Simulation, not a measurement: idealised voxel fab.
The following process module bears the name voxel transistor to metal.
For reference, the cross-section in this document is cut, with width 275 nm and square cells of 5 nm.
In this document a cross-section is written as a grid of square cells. It is given as a series of bands, listed from the top down, and a band is one or more rows of cells. Band: top and bottom heights (nm) first, top before bottom; then materials from left to right, widths in nm. "everywhere" marks a sole material filling the band edge to edge. "blank" denotes empty space. A quick word on heights: they are counted from 0, and under that level the wafer as it came to us is one material throughout. The lowest band is different from the rest in having no bottom; it simply continues downward, written as in "0 nm and below". Graded width ("30..40"): value in top row of band = first number; value in bottom row = second number; row-to-row change constant. The designation "no modification", where it is given for a processing step, indicates that no cell of the cross-section was altered in the course of that step. Look at "Fully sealed cavities" for the closed voids: empty spaces with no open path to the top, sized 8 cells or up. Each is width x height at distance, distance from the left edge, all nm. Text after the settings on a step's line: the simulator's own remark on that step. For masked steps, "overlay nm" on the step line gives how far right of plan the mask actually lay; a minus sign means it lay to the left.
## The process steps that were planned are listed below
1) RECEIVE (material Si)
2) OXIDIZE (depth nm 5)
3) CONFORMAL_DEP (material SiN; thk nm 15)
4) PATTERN (tone cover; mask id ACTIVE; material resist; width nm 100; pitch nm 125; thk nm 15; overlay nm 0)
5) DIRECTIONAL_ETCH (etch materials SiN; depth nm 15)
6) DIRECTIONAL_ETCH (etch materials SiO2; depth nm 5)
7) DIRECTIONAL_ETCH (etch materials Si; depth nm 35)
8) STRIP (etch materials resist)
9) FILL_DEP (material SiO2; thk nm 10)
10) CMP (height nm 15)
11) SELECTIVE_ETCH (etch materials SiO2; depth nm 10)
12) STRIP (etch materials SiN)
13) SELECTIVE_ETCH (etch materials SiO2; depth nm 5)
14) OXIDIZE (depth nm 5)
15) DIRECTIONAL_DEP (material polySi; thk nm 30)
16) DIRECTIONAL_DEP (material SiCN; thk nm 10)
17) PATTERN (tone cover; mask id GATE; material resist; width nm 20; pitch nm 125; thk nm 15; overlay nm 0)
18) DIRECTIONAL_ETCH (etch materials SiCN; depth nm 20)
19) DIRECTIONAL_ETCH (etch materials polySi; depth nm 40)
20) STRIP (etch materials resist)
21) CONFORMAL_DEP (material SiO2; thk nm 5)
22) DIRECTIONAL_ETCH (etch materials SiO2; depth nm 5)
23) CONFORMAL_DEP (material SiN; thk nm 10)
24) DIRECTIONAL_ETCH (etch materials SiN; depth nm 10)
25) DIRECTIONAL_ETCH (etch materials SiO2; depth nm 5)
26) EPI (material pSi; thk nm 5)
27) FILL_DEP (material SiO2; thk nm 5)
28) CMP (height nm 35)
29) DIRECTIONAL_DEP (material SiO2; thk nm 15)
30) PATTERN (tone open; mask id CONTACT; material resist; width nm 15; thk nm 20; overlay nm 0)
31) DIRECTIONAL_ETCH (etch materials SiO2; depth nm 55)
32) STRIP (etch materials resist)
33) CONFORMAL_DEP (material TiN; thk nm 5)
34) FILL_DEP (material Ru; thk nm 10)
35) CMP (height nm 50)
36) CONFORMAL_DEP (material SiN; thk nm 5)
37) DIRECTIONAL_DEP (material SiO2; thk nm 15)
38) MASKED_ETCH (tone open; mask id METAL_1; width nm 15; etch materials SiO2; depth nm 15; overlay nm 0)
39) MASKED_ETCH (tone open; mask id METAL_1; width nm 15; etch materials SiN; depth nm 5; overlay nm 0)
40) CONFORMAL_DEP (material TiN; thk nm 5)
41) FILL_DEP (material Cu; thk nm 10)
42) CMP (height nm 70)
43) EPI (material Ru; thk nm 5)
44) FILL_DEP (material SiCN; thk nm 5)
45) DIRECTIONAL_DEP (material lowk; thk nm 35)
46) DIRECTIONAL_DEP (material aC; thk nm 15)
47) PATTERN (tone open; mask id METAL_2; material resist; width nm 15; pitch nm 125; thk nm 35; overlay nm 0)
48) DIRECTIONAL_ETCH (etch materials aC; depth nm 15)
49) STRIP (etch materials resist)
50) DIRECTIONAL_ETCH (etch materials lowk; depth nm 20)
51) STRIP (etch materials aC)
52) PATTERN (tone open; mask id METAL_2_HOLES; material resist; width nm 15; pitch nm 125; thk nm 15; overlay nm 0)
53) DIRECTIONAL_ETCH (etch materials lowk; depth nm 15)
54) DIRECTIONAL_ETCH (etch materials SiCN; depth nm 5)
55) STRIP (etch materials resist)
56) CONFORMAL_DEP (material TiN; thk nm 5)
57) FILL_DEP (material Cu; thk nm 5)
58) CMP (height nm 115)
59) CONFORMAL_DEP (material SiN; thk nm 5)
## Cross-sectional view of the wafer in its as-received condition, corresponding to the state after step 1
  0 nm and below | Si everywhere
  Fully sealed cavities: none
## The following cross-section depicts the wafer upon conclusion of the module. Processing commenced from the starting condition illustrated above and adhered to the plan illustrated above, save for one mistake in execution
  120 nm to 115 nm | SiN everywhere
  115 nm to 80 nm | lowk: 30; TiN: 5; Cu: 5; TiN: 5; lowk: 110; TiN: 5; Cu: 5; TiN: 5; lowk: 105
  80 nm to 75 nm | SiCN: 30; TiN: 15; SiCN: 110; TiN: 15; SiCN: 105
  75 nm to 70 nm | Ru everywhere
  70 nm to 60 nm | Cu everywhere
  60 nm to 55 nm | TiN: 35; Cu: 5; TiN: 70; Cu: 5; TiN: 45; Cu: 5; TiN: 70; Cu: 5; TiN: 35
  55 nm to 50 nm | SiN: 30; TiN: 15; SiN: 60; TiN: 15; SiN: 35; TiN: 15; SiN: 60; TiN: 15; SiN: 30
  50 nm to 35 nm | SiO2: 30; TiN: 5; Ru: 5; TiN: 5; SiO2: 60; TiN: 5; Ru: 5; TiN: 5; SiO2: 35; TiN: 5; Ru: 5; TiN: 5; SiO2: 60; TiN: 5; Ru: 5; TiN: 5; SiO2: 30
  35 nm to 25 nm | SiO2: 30; TiN: 5; Ru: 5; TiN: 5; SiO2: 5; SiN: 10; SiO2: 5; SiCN: 20; SiO2: 5; SiN: 10; SiO2: 5; TiN: 5; Ru: 5; TiN: 5; SiO2: 35; TiN: 5; Ru: 5; TiN: 5; SiO2: 5; SiN: 10; SiO2: 5; SiCN: 20; SiO2: 5; SiN: 10; SiO2: 5; TiN: 5; Ru: 5; TiN: 5; SiO2: 30
  25 nm to 5 nm | SiO2: 30; TiN: 5; Ru: 5; TiN: 5; SiO2: 5; SiN: 10; SiO2: 5; polySi: 20; SiO2: 5; SiN: 10; SiO2: 5; TiN: 5; Ru: 5; TiN: 5; SiO2: 35; TiN: 5; Ru: 5; TiN: 5; SiO2: 5; SiN: 10; SiO2: 5; polySi: 20; SiO2: 5; SiN: 10; SiO2: 5; TiN: 5; Ru: 5; TiN: 5; SiO2: 30
  5 nm to 0 nm | SiO2: 30; TiN: 15; SiO2: 5; SiN: 10; SiO2: 5; polySi: 20; SiO2: 5; SiN: 10; SiO2: 5; TiN: 15; SiO2: 35; TiN: 15; SiO2: 5; SiN: 10; SiO2: 5; polySi: 20; SiO2: 5; SiN: 10; SiO2: 5; TiN: 15; SiO2: 30
  0 nm to -5 nm | SiO2: 25; SiN: 10; TiN: 10; SiO2: 5; SiN: 10; SiO2: 5; polySi: 20; SiO2: 5; SiN: 10; SiO2: 5; TiN: 10; SiN: 10; SiO2: 25; SiN: 10; TiN: 10; SiO2: 5; SiN: 10; SiO2: 5; polySi: 20; SiO2: 5; SiN: 10; SiO2: 5; TiN: 10; SiN: 10; SiO2: 25
  -5 nm to -10 nm | SiO2: 35; pSi: 15; SiO2: 50; pSi: 15; SiO2: 45; pSi: 15; SiO2: 50; pSi: 15; SiO2: 35
  -10 nm to -40 nm | SiO2: 25; Si: 100; SiO2: 25; Si: 100; SiO2: 25
  -40 nm and below | Si everywhere
  Fully sealed cavities: none
Error vs. plan: execution of step 37 of the plan did not take place, the step having been omitted
